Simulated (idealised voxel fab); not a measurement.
Title: Process Module voxel self aligned contacts
Cross-section cut: width 225 nm, square cells of 5 nm.
A cross-section in this document is a grid of square cells, and it is written down as bands, the top band listed before the ones below it; a band is made up of one or more rows of cells.
Top, bottom (nm), then materials left to right with widths (nm); lone material tagged "all across" fills the whole band edge to edge; "empty" = empty space.
Heights are reckoned from 0. Under this level, the received wafer is all of one material. The bottommost band is open-ended downward, for example "0 -> down".
Width "30 to 40": first value at the band's top row of cells, second value at its bottom row, equal change from row to row.
A step reported as "remains unaltered" is a step in which no cell of the cross-section changed.
Enclosed voids (no open way to top), threshold 8 cells or more, entry "Closed void table", notation width x height at distance, distance from left edge, nm.
That trailing text on a step's line, after the settings, is the simulator's own remark on the step.
overlay nm: how far to the right of its planned place the mask lay on this masked step (negative: to the left).

[These are the steps we planned for the process]
step 1: op RECEIVE | material Si
step 2: op OXIDIZE | depth nm 5
step 3: op DIRECTIONAL_DEP | material polySi | thk nm 30
step 4: op DIRECTIONAL_DEP | material SiN | thk nm 15
step 5: op MASKED_ETCH | tone cover | mask id GATE | width nm 30 | pitch nm 55 | etch materials SiN | depth nm 15 | overlay nm 0
step 6: op MASKED_ETCH | tone cover | mask id GATE | width nm 30 | pitch nm 55 | etch materials polySi | depth nm 30 | overlay nm 0
step 7: op CONFORMAL_DEP | material SiN | thk nm 5
step 8: op DIRECTIONAL_ETCH | etch materials SiN | depth nm 5
step 9: op FILL_DEP | material SiO2 | thk nm 20
step 10: op CMP | height nm 55
step 11: op MASKED_ETCH | tone open | mask id CONTACT | width nm 35 | pitch nm 55 | etch materials SiO2 | depth nm 60 | overlay nm 0
step 12: op CONFORMAL_DEP | material TiN | thk nm 5
step 13: op FILL_DEP | material W | thk nm 10
step 14: op CMP | height nm 55
step 15: op CONFORMAL_DEP | material SiN | thk nm 5

[Below: the first of two wafers, run as planned]

[So this is the incoming wafer in cross-section - it's already been through step 1]
	0 -> down | Si all across
	Closed void table: none

[Step 2 complete: cross-section through the wafer]
	0 -> -5 | SiO2 all across
	Nothing below the height -5 has changed.

[Step 3 complete: cross-section through the wafer]
	30 -> 0 | polySi all across
	Nothing below the height 0 has changed.

[Step 4 complete: cross-section through the wafer]
	45 -> 30 | SiN all across
	Nothing below the height 30 has changed.

[Step 5 complete: cross-section through the wafer]
	45 -> 30 | empty 40, SiN 30, empty 25, SiN 30, empty 25, SiN 30, empty 45
	Nothing below the height 30 has changed.

[Step 6 complete: cross-section through the wafer]
	45 -> 30 | empty 40, SiN 30, empty 25, SiN 30, empty 25, SiN 30, empty 45
	30 -> 0 | empty 40, polySi 30, empty 25, polySi 30, empty 25, polySi 30, empty 45
	Nothing below the height 0 has changed.

[Step 7 complete: cross-section through the wafer]
	50 -> 30 | empty 35, SiN 40, empty 15, SiN 40, empty 15, SiN 40, empty 40
	30 -> 5 | empty 35, SiN 5, polySi 30, SiN 5, empty 15, SiN 5, polySi 30, SiN 5, empty 15, SiN 5, polySi 30, SiN 5, empty 40
	5 -> 0 | SiN 40, polySi 30, SiN 25, polySi 30, SiN 25, polySi 30, SiN 45
	Nothing below the height 0 has changed.

[Step 8 complete: cross-section through the wafer]
	45 -> 30 | empty 35, SiN 40, empty 15, SiN 40, empty 15, SiN 40, empty 40
	30 -> 0 | empty 35, SiN 5, polySi 30, SiN 5, empty 15, SiN 5, polySi 30, SiN 5, empty 15, SiN 5, polySi 30, SiN 5, empty 40
	Nothing below the height 0 has changed.

[Step 9 complete: cross-section through the wafer]
	65 -> 45 | SiO2 all across
	45 -> 30 | SiO2 35, SiN 40, SiO2 15, SiN 40, SiO2 15, SiN 40, SiO2 40
	30 -> 0 | SiO2 35, SiN 5, polySi 30, SiN 5, SiO2 15, SiN 5, polySi 30, SiN 5, SiO2 15, SiN 5, polySi 30, SiN 5, SiO2 40
	Nothing below the height 0 has changed.

[Step 10 complete: cross-section through the wafer]
	55 -> 45 | SiO2 all across
	Nothing below the height 45 has changed.

[Step 11 complete: cross-section through the wafer]
	55 -> 45 | SiO2 65, empty 35, SiO2 20, empty 35, SiO2 70
	45 -> 30 | SiO2 35, SiN 40, empty 15, SiN 40, empty 15, SiN 40, SiO2 40
	30 -> 0 | SiO2 35, SiN 5, polySi 30, SiN 5, empty 15, SiN 5, polySi 30, SiN 5, empty 15, SiN 5, polySi 30, SiN 5, SiO2 40
	0 -> -5 | SiO2 75, empty 15, SiO2 40, empty 15, SiO2 80
	Nothing below the height -5 has changed.

[Step 12 complete: cross-section through the wafer]
	60 -> 55 | TiN 70, empty 25, TiN 30, empty 25, TiN 75
	55 -> 45 | SiO2 65, TiN 5 to 15, empty 25 to 5, TiN 5 to 15, SiO2 20, TiN 5 to 15, empty 25 to 5, TiN 5 to 15, SiO2 70
	45 -> 30 | SiO2 35, SiN 40, TiN 5, empty 5, TiN 5, SiN 40, TiN 5, empty 5, TiN 5, SiN 40, SiO2 40
	30 -> 0 | SiO2 35, SiN 5, polySi 30, SiN 5, TiN 5, empty 5, TiN 5, SiN 5, polySi 30, SiN 5, TiN 5, empty 5, TiN 5, SiN 5, polySi 30, SiN 5, SiO2 40
	0 -> -5 | SiO2 75, TiN 15, SiO2 40, TiN 15, SiO2 80
	Nothing below the height -5 has changed.

[Step 13 complete: cross-section through the wafer]
	70 -> 60 | W all across
	60 -> 55 | TiN 70, W 25, TiN 30, W 25, TiN 75
	55 -> 45 | SiO2 65, TiN 5 to 15, W 25 to 5, TiN 5 to 15, SiO2 20, TiN 5 to 15, W 25 to 5, TiN 5 to 15, SiO2 70
	45 -> 30 | SiO2 35, SiN 40, TiN 5, W 5, TiN 5, SiN 40, TiN 5, W 5, TiN 5, SiN 40, SiO2 40
	30 -> 0 | SiO2 35, SiN 5, polySi 30, SiN 5, TiN 5, W 5, TiN 5, SiN 5, polySi 30, SiN 5, TiN 5, W 5, TiN 5, SiN 5, polySi 30, SiN 5, SiO2 40
	Nothing below the height 0 has changed.

[Step 14 complete: cross-section through the wafer]
	55 -> 45 | SiO2 65, TiN 5 to 15, W 25 to 5, TiN 5 to 15, SiO2 20, TiN 5 to 15, W 25 to 5, TiN 5 to 15, SiO2 70
	Nothing below the height 45 has changed.

[Step 15 complete: cross-section through the wafer]
	60 -> 55 | SiN all across
	Nothing below the height 55 has changed.

[Regarding the second of the two wafers: it shared the first wafer's starting condition and process plan, yet one error occurred during its execution. Its history coincides with that of the first wafer up to and including step 1]

[Second wafer, section view, time point: scheduled end of step 2]
	0 -> -15 | SiO2 all across
	Nothing below the height -15 has changed.

[Second wafer, section view, time point: scheduled end of step 3]
	30 -> 0 | polySi all across
	Nothing below the height 0 has changed.

[Second wafer, section view, time point: scheduled end of step 4]
	45 -> 30 | SiN all across
	Nothing below the height 30 has changed.

[Second wafer, section view, time point: scheduled end of step 5]
	45 -> 30 | empty 40, SiN 30, empty 25, SiN 30, empty 25, SiN 30, empty 45
	Nothing below the height 30 has changed.

[Second wafer, section view, time point: scheduled end of step 6]
	45 -> 30 | empty 40, SiN 30, empty 25, SiN 30, empty 25, SiN 30, empty 45
	30 -> 0 | empty 40, polySi 30, empty 25, polySi 30, empty 25, polySi 30, empty 45
	Nothing below the height 0 has changed.

[Second wafer, section view, time point: scheduled end of step 7]
	50 -> 30 | empty 35, SiN 40, empty 15, SiN 40, empty 15, SiN 40, empty 40
	30 -> 5 | empty 35, SiN 5, polySi 30, SiN 5, empty 15, SiN 5, polySi 30, SiN 5, empty 15, SiN 5, polySi 30, SiN 5, empty 40
	5 -> 0 | SiN 40, polySi 30, SiN 25, polySi 30, SiN 25, polySi 30, SiN 45
	Nothing below the height 0 has changed.

[Second wafer, section view, time point: scheduled end of step 8]
	45 -> 30 | empty 35, SiN 40, empty 15, SiN 40, empty 15, SiN 40, empty 40
	30 -> 0 | empty 35, SiN 5, polySi 30, SiN 5, empty 15, SiN 5, polySi 30, SiN 5, empty 15, SiN 5, polySi 30, SiN 5, empty 40
	Nothing below the height 0 has changed.

[Second wafer, section view, time point: scheduled end of step 9]
	65 -> 45 | SiO2 all across
	45 -> 30 | SiO2 35, SiN 40, SiO2 15, SiN 40, SiO2 15, SiN 40, SiO2 40
	30 -> 0 | SiO2 35, SiN 5, polySi 30, SiN 5, SiO2 15, SiN 5, polySi 30, SiN 5, SiO2 15, SiN 5, polySi 30, SiN 5, SiO2 40
	Nothing below the height 0 has changed.

[Second wafer, section view, time point: scheduled end of step 10]
	55 -> 45 | SiO2 all across
	Nothing below the height 45 has changed.

[Second wafer, section view, time point: scheduled end of step 11]
	55 -> 45 | SiO2 65, empty 35, SiO2 20, empty 35, SiO2 70
	45 -> 30 | SiO2 35, SiN 40, empty 15, SiN 40, empty 15, SiN 40, SiO2 40
	30 -> 0 | SiO2 35, SiN 5, polySi 30, SiN 5, empty 15, SiN 5, polySi 30, SiN 5, empty 15, SiN 5, polySi 30, SiN 5, SiO2 40
	0 -> -5 | SiO2 75, empty 15, SiO2 40, empty 15, SiO2 80
	Nothing below the height -5 has changed.

[Second wafer, section view, time point: scheduled end of step 12]
	60 -> 55 | TiN 70, empty 25, TiN 30, empty 25, TiN 75
	55 -> 45 | SiO2 65, TiN 5 to 15, empty 25 to 5, TiN 5 to 15, SiO2 20, TiN 5 to 15, empty 25 to 5, TiN 5 to 15, SiO2 70
	45 -> 30 | SiO2 35, SiN 40, TiN 5, empty 5, TiN 5, SiN 40, TiN 5, empty 5, TiN 5, SiN 40, SiO2 40
	30 -> 0 | SiO2 35, SiN 5, polySi 30, SiN 5, TiN 5, empty 5, TiN 5, SiN 5, polySi 30, SiN 5, TiN 5, empty 5, TiN 5, SiN 5, polySi 30, SiN 5, SiO2 40
	0 -> -5 | SiO2 75, TiN 15, SiO2 40, TiN 15, SiO2 80
	Nothing below the height -5 has changed.

[Second wafer, section view, time point: scheduled end of step 13]
	70 -> 60 | W all across
	60 -> 55 | TiN 70, W 25, TiN 30, W 25, TiN 75
	55 -> 45 | SiO2 65, TiN 5 to 15, W 25 to 5, TiN 5 to 15, SiO2 20, TiN 5 to 15, W 25 to 5, TiN 5 to 15, SiO2 70
	45 -> 30 | SiO2 35, SiN 40, TiN 5, W 5, TiN 5, SiN 40, TiN 5, W 5, TiN 5, SiN 40, SiO2 40
	30 -> 0 | SiO2 35, SiN 5, polySi 30, SiN 5, TiN 5, W 5, TiN 5, SiN 5, polySi 30, SiN 5, TiN 5, W 5, TiN 5, SiN 5, polySi 30, SiN 5, SiO2 40
	Nothing below the height 0 has changed.

[Second wafer, section view, time point: scheduled end of step 14]
	55 -> 45 | SiO2 65, TiN 5 to 15, W 25 to 5, TiN 5 to 15, SiO2 20, TiN 5 to 15, W 25 to 5, TiN 5 to 15, SiO2 70
	Nothing below the height 45 has changed.

[Second wafer, section view, time point: scheduled end of step 15]
	60 -> 55 | SiN all across
	Nothing below the height 55 has changed.
So what did we get wrong on this run? step 2 off recipe, ran as op OXIDIZE | depth nm 15
End check, counted in cells, second wafer has more or fewer of these materials than the first: Si -90; SiO2 +90
